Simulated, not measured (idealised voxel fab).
Process module, titled voxel spacer lines
cross-section cut | 250 nm wide | cells 5 nm
Heads up, the way a cross-section reads in here is a grid of square cells, handed over as bands from the top down, with every band being one or more rows of cells. This entry defines a band. It first specifies the height of the band's top and the height of its bottom in nm, and then specifies the band's materials from left to right, stating each material with its width in nm. The word "edge to edge" identifies a single material that fills the band from edge to edge, while the word "blank" identifies empty space. Where do heights start? At 0: under that level the wafer as delivered is made of one material only. And the lowest band has no floor; it just carries on downward, as in "0 and below". A width such as "30 to 40" changes by the same amount from each row of cells to the next, from the band's top row to its bottom row. You'll sometimes find "nothing changed" written for a step, and that's the way of saying that nowhere in the cross-section did a cell change during that step. The list in "Closed void listing" covers empty spaces of 8 cells or more that cannot reach the top through any open way, and it gives each as width x height at distance; the distance is from the left edge, and width, height and distance are in nm. If you see something after the settings on a step's line, that's the simulator's own remark about that step. A step line may carry the setting "overlay nm", which, for steps involving a mask, states the distance by which the mask lay to the right of its intended position; negative values denote displacement to the left.

-- Steps planned for the process
1: RECEIVE (material Si)
2: CONFORMAL_DEP (material Al2O3; thk nm 10)
3: DIRECTIONAL_DEP (material W; thk nm 10)
4: DIRECTIONAL_DEP (material aC; thk nm 25)
5: PATTERN (tone cover; mask id MANDREL; material resist; width nm 15; pitch nm 60; thk nm 30; overlay nm 0)
6: DIRECTIONAL_ETCH (etch materials aC; depth nm 25)
7: STRIP (etch materials resist)
8: CONFORMAL_DEP (material SiO2; thk nm 15)
9: DIRECTIONAL_ETCH (etch materials SiO2; depth nm 15)
10: STRIP (etch materials aC)
11: DIRECTIONAL_ETCH (etch materials W; depth nm 10)
12: STRIP (etch materials SiO2)
13: FILL_DEP (material SiO2; thk nm 10)
14: CMP (height nm 20)

-- This is the cross-section of the wafer as we received it, i.e. after step 1
> 0 and below = Si edge to edge
> Closed void listing: none

-- End-of-module cross-section of the first of two wafers, processed as planned
> 20 down to 10 = 70 of SiO2, 15 of W, 15 of SiO2, 15 of W, 15 of SiO2, 15 of W, 15 of SiO2, 15 of W, 75 of SiO2
> 10 down to 0 = Al2O3 edge to edge
> 0 and below = Si edge to edge
> Closed void listing: none

-- Cross-section, wafer two of two, end of module: same start and plan as wafer one, one error in execution
> 20 down to 10 = SiO2 edge to edge
> 10 down to 0 = 70 of SiO2, 15 of W, 15 of SiO2, 15 of W, 15 of SiO2, 15 of W, 15 of SiO2, 15 of W, 75 of SiO2
> 0 and below = Si edge to edge
> Closed void listing: none
Heads up, the wafer didn't run the way we planned it: step 2 was dropped from the plan's execution and never run
Counted in cells at the end, the second wafer holds more or fewer of these materials than the first: 100 fewer of Al2O3, 100 more of SiO2
